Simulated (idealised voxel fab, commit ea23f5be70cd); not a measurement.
process module | voxel self aligned vias
cross-section cut | 225 nm wide | cells 5 nm
A cross-section is a grid of square cells, given in bands from the top down. A band is one or more rows of cells.
Each band's line starts with the height of the band's top and of its bottom, in nm. Then come its materials from left to right, each with its width in nm. One material with "throughout" fills the band from edge to edge. "air" is empty space.
Height 0 is the level under which the wafer as received is all one material. The lowest band goes on downwards, as in "0 down".
A width such as "30 to 40" changes by the same amount from each row of cells to the next, from the band's top row to its bottom row.
"no change" after a step means that no cell of the cross-section changed.
closed voids: empty space of 8 cells or more with no open way to the top, each as width x height at its distance from the left edge, in nm
after a step's settings: what the simulator itself notes on the step
overlay nm, on a step with a mask: how far to the right of its planned place the mask lay; to the left if negative
plan
1 op RECEIVE | material Si
2 op CONFORMAL_DEP | material SiO2 | thk nm 10
3 op CONFORMAL_DEP | material SiCN | thk nm 5
4 op DIRECTIONAL_DEP | material SiO2 | thk nm 20
5 op PATTERN | tone open | mask id LINES | material resist | width nm 30 | pitch nm 65 | thk nm 15 | overlay nm 0
6 op DIRECTIONAL_ETCH | etch materials SiO2 | depth nm 20
7 op STRIP | etch materials resist
8 op CONFORMAL_DEP | material TiN | thk nm 5
9 op FILL_DEP | material Ru | thk nm 10
10 op CMP | height nm 35
11 op SELECTIVE_ETCH | etch materials W Ru TiN | depth nm 5
12 op FILL_DEP | material SiN | thk nm 5
13 op CMP | height nm 35
14 op DIRECTIONAL_DEP | material SiO2 | thk nm 15
15 op PATTERN | tone open | mask id VIAS | material resist | width nm 40 | pitch nm 65 | thk nm 15 | overlay nm 0
16 op DIRECTIONAL_ETCH | etch materials SiO2 | depth nm 15
17 op DIRECTIONAL_ETCH | etch materials SiN | depth nm 5
18 op STRIP | etch materials resist
19 op CONFORMAL_DEP | material TiN | thk nm 5
20 op FILL_DEP | material Cu | thk nm 5
21 op CMP | height nm 50
22 op CONFORMAL_DEP | material SiCN | thk nm 5
as received, after step 1
  0 down: Si throughout
  closed voids: none
first wafer at the end, as planned
  55 to 50: SiCN throughout
  50 to 40: SiO2 25 | TiN 5 | Cu 30 | TiN 5 | SiO2 25 | TiN 5 | Cu 30 | TiN 5 | SiO2 25 | TiN 5 | Cu 30 | TiN 5 | SiO2 30
  40 to 35: SiO2 25 | TiN 10 | Cu 20 | TiN 10 | SiO2 25 | TiN 10 | Cu 20 | TiN 10 | SiO2 25 | TiN 10 | Cu 20 | TiN 10 | SiO2 30
  35 to 30: SiO2 30 | TiN 30 | SiO2 35 | TiN 30 | SiO2 35 | TiN 30 | SiO2 35
  30 to 20: SiO2 30 | TiN 5 | Ru 20 | TiN 5 | SiO2 35 | TiN 5 | Ru 20 | TiN 5 | SiO2 35 | TiN 5 | Ru 20 | TiN 5 | SiO2 35
  20 to 15: SiO2 30 | TiN 30 | SiO2 35 | TiN 30 | SiO2 35 | TiN 30 | SiO2 35
  15 to 10: SiCN throughout
  10 to 0: SiO2 throughout
  0 down: Si throughout
  closed voids: none
second wafer at the end: like start, like plan, one mistake
  55 to 50: SiCN throughout
  50 to 35: SiO2 30 | TiN 5 | Cu 20 | TiN 5 | SiO2 35 | TiN 5 | Cu 20 | TiN 5 | SiO2 35 | TiN 5 | Cu 20 | TiN 5 | SiO2 35
  35 to 30: SiO2 30 | TiN 30 | SiO2 35 | TiN 30 | SiO2 35 | TiN 30 | SiO2 35
  30 to 20: SiO2 30 | TiN 5 | Ru 20 | TiN 5 | SiO2 35 | TiN 5 | Ru 20 | TiN 5 | SiO2 35 | TiN 5 | Ru 20 | TiN 5 | SiO2 35
  20 to 15: SiO2 30 | TiN 30 | SiO2 35 | TiN 30 | SiO2 35 | TiN 30 | SiO2 35
  15 to 10: SiCN throughout
  10 to 0: SiO2 throughout
  0 down: Si throughout
  closed voids: none
what went wrong: step 15 ran as: op PATTERN | tone open | mask id VIAS | material resist | width nm 30 | pitch nm 65 | thk nm 15 | overlay nm 0
at the end the second wafer has, in cells: 12 fewer of Cu | 18 more of SiO2 | 6 fewer of TiN
